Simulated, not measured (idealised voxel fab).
process module | voxel wiring stack
cross-section cut | 290 nm wide | cells 5 nm
A cross-section is a grid of square cells, given in bands from the top down. A band is one or more rows of cells.
Each band's line starts with the height of the band's top and of its bottom, in nm. Then come its materials from left to right, each with its width in nm. One material with "throughout" fills the band from edge to edge. "air" is empty space.
Height 0 is the level under which the wafer as received is all one material. The lowest band goes on downwards, as in "0 down".
A width such as "30 to 40" changes by the same amount from each row of cells to the next, from the band's top row to its bottom row.
"no change" after a step means that no cell of the cross-section changed.
closed voids: empty space of 8 cells or more with no open way to the top, each as width x height at its distance from the left edge, in nm
after a step's settings: what the simulator itself notes on the step
overlay nm, on a step with a mask: how far to the right of its planned place the mask lay; to the left if negative
plan
1 op RECEIVE | material Si
2 op CONFORMAL_DEP | material SiO2 | thk nm 15
3 op DIRECTIONAL_DEP | material TiN | thk nm 5
4 op DIRECTIONAL_DEP | material Ru | thk nm 25
5 op PATTERN | tone cover | mask id METAL_1 | material resist | width nm 20 | pitch nm 50 | thk nm 20 | overlay nm 0
6 op DIRECTIONAL_ETCH | etch materials Ru | depth nm 25
7 op DIRECTIONAL_ETCH | etch materials TiN | depth nm 5
8 op STRIP | etch materials resist
9 op FILL_DEP | material lowk | thk nm 10
10 op CMP | height nm 45
11 op CONFORMAL_DEP | material SiCN | thk nm 5
12 op DIRECTIONAL_DEP | material lowk | thk nm 20
13 op MASKED_ETCH | tone open | mask id PLUG_1 | width nm 15 | pitch nm 50 | etch materials lowk | depth nm 20 | overlay nm 0
14 op MASKED_ETCH | tone open | mask id PLUG_1 | width nm 15 | pitch nm 50 | etch materials SiCN | depth nm 5 | overlay nm 0
15 op CONFORMAL_DEP | material TiN | thk nm 5
16 op FILL_DEP | material Cu | thk nm 5
17 op CMP | height nm 70
18 op DIRECTIONAL_DEP | material TiN | thk nm 5
19 op DIRECTIONAL_DEP | material Ru | thk nm 15
20 op DIRECTIONAL_DEP | material aC | thk nm 15
21 op PATTERN | tone cover | mask id METAL_2 | material resist | width nm 30 | pitch nm 50 | thk nm 30 | overlay nm 0
22 op DIRECTIONAL_ETCH | etch materials aC | depth nm 15
23 op STRIP | etch materials resist
24 op DIRECTIONAL_ETCH | etch materials Ru | depth nm 15
25 op DIRECTIONAL_ETCH | etch materials TiN | depth nm 5
26 op STRIP | etch materials aC
27 op CONFORMAL_DEP | material SiCN | thk nm 5
28 op FILL_DEP | material lowk | thk nm 10
29 op CMP | height nm 90
30 op CONFORMAL_DEP | material SiN | thk nm 5
varied across the wafers: width nm of step 5. The plan shows the first wafer's value. All wafers start alike
first wafer as received, after step 1
  0 down: Si throughout
  closed voids: none
each wafer at the end: cells of each material gained (+) or lost (-) since it was received, then its closed voids
width nm 20 | +8 Cu | +76 Ru | +110 SiCN | +58 SiN | +174 SiO2 | +42 TiN | +634 lowk | closed voids: none
width nm 25 | +8 Cu | +86 Ru | +110 SiCN | +58 SiN | +174 SiO2 | +44 TiN | +622 lowk | closed voids: none
width nm 30 | +8 Cu | +96 Ru | +110 SiCN | +58 SiN | +174 SiO2 | +46 TiN | +610 lowk | closed voids: none
width nm 35 | +8 Cu | +106 Ru | +110 SiCN | +58 SiN | +174 SiO2 | +48 TiN | +598 lowk | closed voids: none
